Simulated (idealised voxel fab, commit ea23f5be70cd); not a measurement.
The name of this process module is voxel tone inversion.
Cross-sectional view cut (width: 255 nm; square cell size: 5 nm).
How to read a cross-section here: the picture is a grid of square cells, written as bands going from the top down, and any band can span one or more rows of cells. The entry gives the band's vertical extent as a top height and a bottom height in nm, then its horizontal make-up as materials from left to right, each with a width in nm. "air" stands for empty space; a single material marked "full width" fills the band edge to edge. Height 0 is the level under which the wafer as received is all one material. The lowest band goes on downwards, as in "from 0 down". The two numbers in a width such as "30..40" mark its ends across the band: the first belongs to the top row of cells, the second to the bottom row, and from each row to the next the width moves by the same amount. "no alteration" means the step left every cell of the cross-section as it was. In "Sealed-off cavities" the enclosed voids are listed, meaning empty spaces of 8 cells or larger without any opening to the top. The form is width x height at distance, distance from the left edge, units nm. Post-settings text on a step line: simulator's own remark regarding the step. "overlay nm", when on a step's line for a step with a mask, measures how far to the right of its planned place the mask lay; a negative measure means to the left.
## Here's what the planned process steps look like
- 1: RECEIVE | material Si
- 2: CONFORMAL_DEP | material SiN | thk nm 5
- 3: DIRECTIONAL_DEP | material aC | thk nm 20
- 4: PATTERN | tone cover | mask id POSTS | material resist | width nm 15 | pitch nm 55 | thk nm 25 | overlay nm 0
- 5: DIRECTIONAL_ETCH | etch materials aC | depth nm 20
- 6: STRIP | etch materials resist
- 7: FILL_DEP | material SiO2 | thk nm 10
- 8: CMP | height nm 25
- 9: STRIP | etch materials aC
- 10: CONFORMAL_DEP | material TiN | thk nm 5
- 11: FILL_DEP | material Cu | thk nm 10
- 12: CMP | height nm 25
- 13: CONFORMAL_DEP | material SiN | thk nm 5
Wafer-to-wafer difference: width nm, step 4. Common start. Plan = first wafer's value.
## Received wafers, first of several: cross-section after step 1
from 0 down | Si full width
Sealed-off cavities: none
## Basically each wafer gets a line in the table, showing it at the end of the module: material by material, the cells it gained (+) or lost (-) since we got it, then its closed voids
width nm 15; +12 Cu; +102 SiN; +156 SiO2; +36 TiN; Sealed-off cavities: none
width nm 20; +24 Cu; +102 SiN; +140 SiO2; +40 TiN; Sealed-off cavities: none
width nm 25; +36 Cu; +102 SiN; +124 SiO2; +44 TiN; Sealed-off cavities: none
width nm 30; +48 Cu; +102 SiN; +108 SiO2; +48 TiN; Sealed-off cavities: none
width nm 35; +60 Cu; +102 SiN; +92 SiO2; +52 TiN; Sealed-off cavities: none
width nm 40; +72 Cu; +102 SiN; +76 SiO2; +56 TiN; Sealed-off cavities: none
